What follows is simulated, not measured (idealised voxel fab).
process module | voxel spacer lines
cross-section cut | 250 nm wide | cells 5 nm
A cross-section is a grid of square cells, given in bands from the top down. A band is one or more rows of cells.
Each band's line starts with the height of the band's top and of its bottom, in nm. Then come its materials from left to right, each with its width in nm. One material with "throughout" fills the band from edge to edge. "air" is empty space.
Height 0 is the level under which the wafer as received is all one material. The lowest band goes on downwards, as in "0 down".
A width such as "30 to 40" changes by the same amount from each row of cells to the next, from the band's top row to its bottom row.
"no change" after a step means that no cell of the cross-section changed.
closed voids: empty space of 8 cells or more with no open way to the top, each as width x height at its distance from the left edge, in nm
after a step's settings: what the simulator itself notes on the step
overlay nm, on a step with a mask: how far to the right of its planned place the mask lay; to the left if negative
plan
1 op RECEIVE | material Si
2 op CONFORMAL_DEP | material Al2O3 | thk nm 5
3 op DIRECTIONAL_DEP | material W | thk nm 10
4 op DIRECTIONAL_DEP | material polySi | thk nm 20
5 op PATTERN | tone cover | mask id MANDREL | material resist | width nm 20 | pitch nm 60 | thk nm 25 | overlay nm 0
6 op DIRECTIONAL_ETCH | etch materials polySi | depth nm 20
7 op STRIP | etch materials resist
8 op CONFORMAL_DEP | material SiO2 | thk nm 10
9 op DIRECTIONAL_ETCH | etch materials SiO2 | depth nm 10
10 op STRIP | etch materials polySi
11 op DIRECTIONAL_ETCH | etch materials W | depth nm 10
12 op STRIP | etch materials SiO2
first wafer, as planned
as received, after step 1
  0 down: Si throughout
  closed voids: none
after step 2
  5 to 0: Al2O3 throughout
  below 0: unchanged
after step 3
  15 to 5: W throughout
  below 5: unchanged
after step 4
  35 to 15: polySi throughout
  below 15: unchanged
after step 5
  60 to 35: air 85 | resist 20 | air 40 | resist 20 | air 85
  below 35: unchanged
after step 6
  60 to 35: air 85 | resist 20 | air 40 | resist 20 | air 85
  35 to 15: air 85 | polySi 20 | air 40 | polySi 20 | air 85
  below 15: unchanged
after step 7
  35 to 15: air 85 | polySi 20 | air 40 | polySi 20 | air 85
  below 15: unchanged
after step 8
  45 to 35: air 75 | SiO2 40 | air 20 | SiO2 40 | air 75
  35 to 25: air 75 | SiO2 10 | polySi 20 | SiO2 10 | air 20 | SiO2 10 | polySi 20 | SiO2 10 | air 75
  25 to 15: SiO2 85 | polySi 20 | SiO2 40 | polySi 20 | SiO2 85
  below 15: unchanged
after step 9
  35 to 15: air 75 | SiO2 10 | polySi 20 | SiO2 10 | air 20 | SiO2 10 | polySi 20 | SiO2 10 | air 75
  below 15: unchanged
after step 10
  35 to 15: air 75 | SiO2 10 | air 20 | SiO2 10 | air 20 | SiO2 10 | air 20 | SiO2 10 | air 75
  below 15: unchanged
after step 11
  35 to 15: air 75 | SiO2 10 | air 20 | SiO2 10 | air 20 | SiO2 10 | air 20 | SiO2 10 | air 75
  15 to 5: air 75 | W 10 | air 20 | W 10 | air 20 | W 10 | air 20 | W 10 | air 75
  below 5: unchanged
after step 12
  15 to 5: air 75 | W 10 | air 20 | W 10 | air 20 | W 10 | air 20 | W 10 | air 75
  below 5: unchanged
second wafer: like start, like plan, one mistake. Through step 4 it matches the first wafer
when step 5 should have ended
  60 to 35: air 90 | resist 20 | air 40 | resist 20 | air 80
  below 35: unchanged
when step 6 should have ended
  60 to 35: air 90 | resist 20 | air 40 | resist 20 | air 80
  35 to 15: air 90 | polySi 20 | air 40 | polySi 20 | air 80
  below 15: unchanged
when step 7 should have ended
  35 to 15: air 90 | polySi 20 | air 40 | polySi 20 | air 80
  below 15: unchanged
when step 8 should have ended
  45 to 35: air 80 | SiO2 40 | air 20 | SiO2 40 | air 70
  35 to 25: air 80 | SiO2 10 | polySi 20 | SiO2 10 | air 20 | SiO2 10 | polySi 20 | SiO2 10 | air 70
  25 to 15: SiO2 90 | polySi 20 | SiO2 40 | polySi 20 | SiO2 80
  below 15: unchanged
when step 9 should have ended
  35 to 15: air 80 | SiO2 10 | polySi 20 | SiO2 10 | air 20 | SiO2 10 | polySi 20 | SiO2 10 | air 70
  below 15: unchanged
when step 10 should have ended
  35 to 15: air 80 | SiO2 10 | air 20 | SiO2 10 | air 20 | SiO2 10 | air 20 | SiO2 10 | air 70
  below 15: unchanged
when step 11 should have ended
  35 to 15: air 80 | SiO2 10 | air 20 | SiO2 10 | air 20 | SiO2 10 | air 20 | SiO2 10 | air 70
  15 to 5: air 80 | W 10 | air 20 | W 10 | air 20 | W 10 | air 20 | W 10 | air 70
  below 5: unchanged
when step 12 should have ended
  15 to 5: air 80 | W 10 | air 20 | W 10 | air 20 | W 10 | air 20 | W 10 | air 70
  below 5: unchanged
what went wrong: step 5 ran as: op PATTERN | tone cover | mask id MANDREL | material resist | width nm 20 | pitch nm 60 | thk nm 25 | overlay nm 5
at the end the second wafer has, in cells: as many of each material as the first, in other places
